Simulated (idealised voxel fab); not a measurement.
Module name: voxel released beams (process module)
We display cut, a cross-section 205 nm in width whose square cells are each 5 nm.
In what follows, cross-sections appear as grids of square cells, described through bands that run from the top down, where every band is one or more rows of cells.
Each band's line starts with the height of the band's top and of its bottom, in nm. Then come its materials from left to right, each with its width in nm. One material with "everywhere" fills the band from edge to edge. "air" is empty space.
Below 0: as-received wafer, all one material; heights counted from there. Lowest band: no bottom, goes on down, written "from 0 down".
Width spec "30..40" -> top row of cells at first value, bottom row at second value, equal per-row change in between.
What does "nothing changed" mean for a step? It means no cell of the cross-section changed in that step.
Under "Closed voids list" you'll find the enclosed gaps, the ones with no way out to the top, that are 8 cells or bigger; each reads width x height at distance, with distance counted from the left edge, everything in nm.
Note: text after step settings on the step line = simulator remark on that step.
overlay nm: mask offset rightward from planned place, masked step; negative means leftward offset.

STEPS IN THE PROCESS PLAN
1,RECEIVE: material Si
2,CONFORMAL_DEP: material SiN, thk nm 10
3,DIRECTIONAL_DEP: material SiO2, thk nm 20
4,MASKED_ETCH: tone open, mask id ANCHOR, width nm 30, etch materials SiO2, depth nm 20, overlay nm 0
5,CONFORMAL_DEP: material W, thk nm 10
6,MASKED_ETCH: tone cover, mask id BEAM, width nm 85, etch materials W, depth nm 5, overlay nm 0
7,STRIP: etch materials SiO2
The depth nm used in step 6 is not the same on every wafer, whereas the starting condition is; the value printed in the plan is the first wafer's.

HERE'S THE FIRST OF THE WAFERS IN CROSS-SECTION, JUST AS WE GOT IT, I.E. AFTER STEP 1
from 0 down  Si everywhere
Closed voids list: none

THE ROWS OF THE TABLE BELOW ARE WAFERS. LOOKING AT THE END OF THE MODULE, A ROW COUNTS, FOR EVERY MATERIAL, THE CELLS THE WAFER HAS GAINED, SHOWN AS (+), OR LOST, SHOWN AS (-), SINCE IT WAS RECEIVED; ITS CLOSED VOIDS COME NEXT
depth nm 5 | +82 SiN | +140 SiO2 | +74 W | Closed voids list: none
depth nm 10 | +82 SiN | +50 W | Closed voids list: none
depth nm 15 | +82 SiN | +50 W | Closed voids list: none
depth nm 20 | +82 SiN | +50 W | Closed voids list: none
depth nm 25 | +82 SiN | +50 W | Closed voids list: none
